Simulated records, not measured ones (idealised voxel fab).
Proc. module: voxel gate over fins
Square cells of 5 nm make up the cross-section cut, whose width is 235 nm.
Bands, listed from the top down, are how a cross-section gets written in this document; the cross-section itself is a grid of square cells, and a band is one or more rows of them. Top, bottom (nm), then materials left to right with widths (nm); lone material tagged "full width" fills the whole band edge to edge; "empty" = empty space. Note: height 0 marks the level under which the wafer is uniformly one material as received. Lowest band unbounded below, written "0 and below". When a width is written as two numbers, as in "30..40", the first number is the width in the top row of cells of the band and the second is the width in its bottom row, and the width changes by the same amount from each row to the next. Step note "all unchanged" = no cross-section cell changed. Listed in "closed voids": every empty space of 8 or more cells without an open way to the top. Form: width x height at distance, the distance being from the left edge, all in nm. What comes after the settings on a step's line is commentary from the simulator itself on that step. overlay nm: right-of-plan distance of the mask on a masked step; negative values mean left-of-plan.
## plan
1 RECEIVE with material Si
2 CONFORMAL_DEP with material SiN, thk nm 5
3 PATTERN with tone cover, mask id FINS, material resist, width nm 15, pitch nm 50, thk nm 20, overlay nm 0
4 DIRECTIONAL_ETCH with etch materials SiN, depth nm 5
5 DIRECTIONAL_ETCH with etch materials Si, depth nm 30
6 STRIP with etch materials resist
7 FILL_DEP with material SiO2, thk nm 5
8 CMP with height nm 5
9 PATTERN with tone open, mask id RAIL, material resist, width nm 15, thk nm 20, overlay nm 0
10 DIRECTIONAL_ETCH with etch materials SiO2, depth nm 30
11 STRIP with etch materials resist
12 CONFORMAL_DEP with material TiN, thk nm 5
13 FILL_DEP with material Ru, thk nm 5
14 CMP with height nm 5
15 SELECTIVE_ETCH with etch materials W Ru TiN, depth nm 20
16 FILL_DEP with material SiO2, thk nm 5
17 CMP with height nm 5
18 SELECTIVE_ETCH with etch materials SiO2, depth nm 15
19 STRIP with etch materials SiN
20 CONFORMAL_DEP with material HfO2, thk nm 5
21 CONFORMAL_DEP with material TiN, thk nm 5
22 CONFORMAL_DEP with material TiAl, thk nm 5
23 CONFORMAL_DEP with material TiN, thk nm 5
24 FILL_DEP with material W, thk nm 15
25 CMP with height nm 30
26 CONFORMAL_DEP with material SiN, thk nm 10
## Cross-section of the wafer at receipt, which is the condition after step 1
    0 and below | Si full width
    closed voids: none
## End-of-module cross-section. Starting structure and process plan as above; one mistake made in running it
    40 down to 30 | SiN full width
    30 down to 20 | W full width
    20 down to 15 | 65 nm W / 105 nm TiN / 65 nm W
    15 down to 10 | 65 nm W / 5 nm TiN / 45 nm TiAl / 5 nm TiN / 45 nm TiAl / 5 nm TiN / 65 nm W
    10 down to 5 | 70 nm TiN / 5 nm TiAl / 35 nm TiN / 5 nm TiAl / 5 nm TiN / 5 nm TiAl / 35 nm TiN / 5 nm TiAl / 70 nm TiN
    5 down to 0 | 75 nm TiAl / 5 nm TiN / 25 nm HfO2 / 5 nm TiN / 15 nm TiAl / 5 nm TiN / 25 nm HfO2 / 5 nm TiN / 75 nm TiAl
    0 down to -5 | 80 nm TiN / 5 nm HfO2 / 15 nm Si / 5 nm HfO2 / 25 nm TiN / 5 nm HfO2 / 15 nm Si / 5 nm HfO2 / 80 nm TiN
    -5 down to -10 | 85 nm HfO2 / 15 nm Si / 35 nm HfO2 / 15 nm Si / 85 nm HfO2
    -10 down to -15 | 85 nm SiO2 / 15 nm Si / 35 nm SiO2 / 15 nm Si / 85 nm SiO2
    -15 down to -20 | 85 nm SiO2 / 15 nm Si / 10 nm SiO2 / 5 nm TiN / 10 nm Ru / 5 nm TiN / 5 nm SiO2 / 15 nm Si / 85 nm SiO2
    -20 down to -25 | 85 nm SiO2 / 15 nm Si / 10 nm SiO2 / 20 nm TiN / 5 nm SiO2 / 15 nm Si / 85 nm SiO2
    -25 down to -30 | 85 nm SiO2 / 15 nm Si / 35 nm SiO2 / 15 nm Si / 85 nm SiO2
    -30 and below | Si full width
    closed voids: none
What went wrong in running the wafer? planned and actual differ for step 9; actual: PATTERN with tone open, mask id RAIL, material resist, width nm 20, thk nm 20, overlay nm 0
